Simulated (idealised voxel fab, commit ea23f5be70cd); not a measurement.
A process module follows: voxel transistor to metal.
Xsec cut, 190 nm wide, square cell size 5 nm.
Reading order for cross-sections: top band down to bottom band. Underlying form: a grid of square cells. Band size: one or more rows of cells.
Band: top height; bottom height; in nm. Then, left to right: material with width in nm, for each material. "full width": a single material spanning edge to edge. "blank": empty space.
Heads up on the height convention: 0 is the point under which the incoming wafer is all one material, and the lowest band has no bottom, it just keeps going down, like "top 0, no bottom".
A width such as "30->40" changes by the same amount from each row of cells to the next, from the band's top row to its bottom row.
No cell of the cross-section changed in a step that is given as "no change".
For the entry "Enclosed cavity list", the listed items are empty spaces with no open way to the top whose size is 8 cells or more; each item follows the pattern width x height at distance, where distance is from the left edge and all three are in nm.
Past the settings on a step's line: simulator remark, on that step.
overlay nm: how far to the right of its planned place the mask lay on this masked step (negative: to the left).
### So here's the lineup of process steps we planned
step 1: RECEIVE (material Si)
step 2: CONFORMAL_DEP (material SiO2; thk nm 5)
step 3: CONFORMAL_DEP (material SiN; thk nm 15)
step 4: MASKED_ETCH (tone cover; mask id ACTIVE; width nm 115; etch materials SiN; depth nm 15; overlay nm 0)
step 5: MASKED_ETCH (tone cover; mask id ACTIVE; width nm 115; etch materials SiO2; depth nm 5; overlay nm 0)
step 6: MASKED_ETCH (tone cover; mask id ACTIVE; width nm 115; etch materials Si; depth nm 20; overlay nm 0)
step 7: FILL_DEP (material SiO2; thk nm 5)
step 8: CMP (height nm 20)
step 9: SELECTIVE_ETCH (etch materials SiO2; depth nm 10)
step 10: STRIP (etch materials SiN)
step 11: SELECTIVE_ETCH (etch materials SiO2; depth nm 5)
step 12: OXIDIZE (depth nm 5)
step 13: DIRECTIONAL_DEP (material polySi; thk nm 30)
step 14: DIRECTIONAL_DEP (material SiCN; thk nm 15)
step 15: DIRECTIONAL_DEP (material aC; thk nm 10)
step 16: PATTERN (tone cover; mask id GATE; material resist; width nm 25; thk nm 25; overlay nm 0)
step 17: DIRECTIONAL_ETCH (etch materials aC; depth nm 10)
step 18: STRIP (etch materials resist)
step 19: DIRECTIONAL_ETCH (etch materials SiCN; depth nm 25)
step 20: DIRECTIONAL_ETCH (etch materials polySi; depth nm 40)
step 21: STRIP (etch materials aC)
step 22: CONFORMAL_DEP (material SiN; thk nm 5)
step 23: DIRECTIONAL_ETCH (etch materials SiN; depth nm 5)
step 24: DIRECTIONAL_ETCH (etch materials SiO2; depth nm 5)
step 25: DIRECTIONAL_ETCH (etch materials Si; depth nm 5)
step 26: EPI (material nSi; thk nm 5)
step 27: FILL_DEP (material SiO2; thk nm 5)
step 28: CMP (height nm 30)
step 29: STRIP (etch materials polySi)
step 30: SELECTIVE_ETCH (etch materials SiO2; depth nm 5)
step 31: CONFORMAL_DEP (material HfO2; thk nm 5)
step 32: CONFORMAL_DEP (material TiN; thk nm 5)
step 33: FILL_DEP (material W; thk nm 5)
step 34: CMP (height nm 25)
step 35: DIRECTIONAL_DEP (material SiO2; thk nm 10)
step 36: DIRECTIONAL_DEP (material aC; thk nm 15)
step 37: PATTERN (tone open; mask id CONTACT; material resist; width nm 20; pitch nm 85; thk nm 35; overlay nm 0)
step 38: DIRECTIONAL_ETCH (etch materials aC; depth nm 15)
step 39: STRIP (etch materials resist)
step 40: DIRECTIONAL_ETCH (etch materials SiO2; depth nm 40)
step 41: STRIP (etch materials aC)
step 42: CONFORMAL_DEP (material TiN; thk nm 5)
step 43: FILL_DEP (material W; thk nm 5)
step 44: CMP (height nm 35)
step 45: DIRECTIONAL_DEP (material TiN; thk nm 5)
step 46: DIRECTIONAL_DEP (material Ru; thk nm 25)
step 47: PATTERN (tone cover; mask id METAL_1; material resist; width nm 20; pitch nm 85; thk nm 20; overlay nm 0)
step 48: DIRECTIONAL_ETCH (etch materials Ru; depth nm 25)
step 49: DIRECTIONAL_ETCH (etch materials TiN; depth nm 5)
step 50: STRIP (etch materials resist)
step 51: FILL_DEP (material lowk; thk nm 5)
step 52: CMP (height nm 65)
step 53: CONFORMAL_DEP (material SiCN; thk nm 5)
step 54: DIRECTIONAL_DEP (material SiO2; thk nm 30)
step 55: DIRECTIONAL_DEP (material aC; thk nm 15)
step 56: PATTERN (tone open; mask id METAL_2; material resist; width nm 20; pitch nm 85; thk nm 30; overlay nm 0)
step 57: DIRECTIONAL_ETCH (etch materials aC; depth nm 15)
step 58: STRIP (etch materials resist)
step 59: DIRECTIONAL_ETCH (etch materials SiO2; depth nm 15)
step 60: STRIP (etch materials aC)
step 61: DIRECTIONAL_DEP (material aC; thk nm 15)
step 62: PATTERN (tone open; mask id METAL_2_HOLES; material resist; width nm 15; pitch nm 85; thk nm 35; overlay nm 0)
step 63: DIRECTIONAL_ETCH (etch materials aC; depth nm 15)
step 64: STRIP (etch materials resist)
step 65: DIRECTIONAL_ETCH (etch materials SiO2; depth nm 15)
step 66: DIRECTIONAL_ETCH (etch materials SiCN; depth nm 5)
step 67: STRIP (etch materials aC)
step 68: CONFORMAL_DEP (material TiN; thk nm 5)
step 69: FILL_DEP (material Cu; thk nm 5)
step 70: CMP (height nm 100)
step 71: CONFORMAL_DEP (material SiCN; thk nm 5)
### Incoming wafer in cross-section (state: after step 1)
* top 0, no bottom | Si full width
* Enclosed cavity list: none
### This is how the wafer looks in cross-section once the module is done, given the starting state and plan above and one mistake in carrying the plan out
* top 105, bottom 100 | SiCN full width
* top 100, bottom 90 | SiO2=40, then TiN=5, then Cu=10, then TiN=5, then SiO2=65, then TiN=5, then Cu=10, then TiN=5, then SiO2=45
* top 90, bottom 85 | SiO2=40, then TiN=5, then Cu=5, then TiN=10, then SiO2=65, then TiN=5, then Cu=5, then TiN=10, then SiO2=45
* top 85, bottom 70 | SiO2=40, then TiN=5, then Cu=5, then TiN=5, then SiO2=70, then TiN=5, then Cu=5, then TiN=5, then SiO2=50
* top 70, bottom 65 | SiCN=40, then TiN=15, then SiCN=70, then TiN=15, then SiCN=50
* top 65, bottom 40 | lowk=35, then Ru=30, then lowk=55, then Ru=30, then lowk=40
* top 40, bottom 35 | lowk=35, then TiN=30, then lowk=55, then TiN=30, then lowk=40
* top 35, bottom 25 | SiO2=40, then TiN=5, then W=10, then TiN=5, then SiO2=65, then TiN=5, then W=10, then TiN=5, then SiO2=45
* top 25, bottom 5 | SiO2=40, then TiN=5, then W=10, then TiN=5, then SiO2=15, then SiN=5, then HfO2=5, then TiN=5, then W=5, then TiN=5, then HfO2=5, then SiN=5, then SiO2=15, then TiN=5, then W=10, then TiN=5, then SiO2=45
* top 5, bottom 0 | SiO2=30, then SiN=5, then SiO2=5, then TiN=5, then W=10, then TiN=5, then SiO2=15, then SiN=5, then HfO2=5, then TiN=15, then HfO2=5, then SiN=5, then SiO2=15, then TiN=5, then W=10, then TiN=5, then SiO2=5, then SiN=5, then SiO2=35
* top 0, bottom -5 | SiO2=40, then TiN=20, then SiO2=10, then nSi=5, then HfO2=35, then nSi=5, then SiO2=10, then TiN=20, then SiO2=45
* top -5, bottom -10 | SiO2=35, then nSi=40, then Si=35, then nSi=40, then SiO2=40
* top -10, bottom -20 | SiO2=35, then Si=115, then SiO2=40
* top -20, no bottom | Si full width
* Enclosed cavity list: none
Heads up, the wafer didn't run the way we planned it: step 47, actual vs plan mismatch, actual run PATTERN (tone cover; mask id METAL_1; material resist; width nm 30; pitch nm 85; thk nm 20; overlay nm 0)
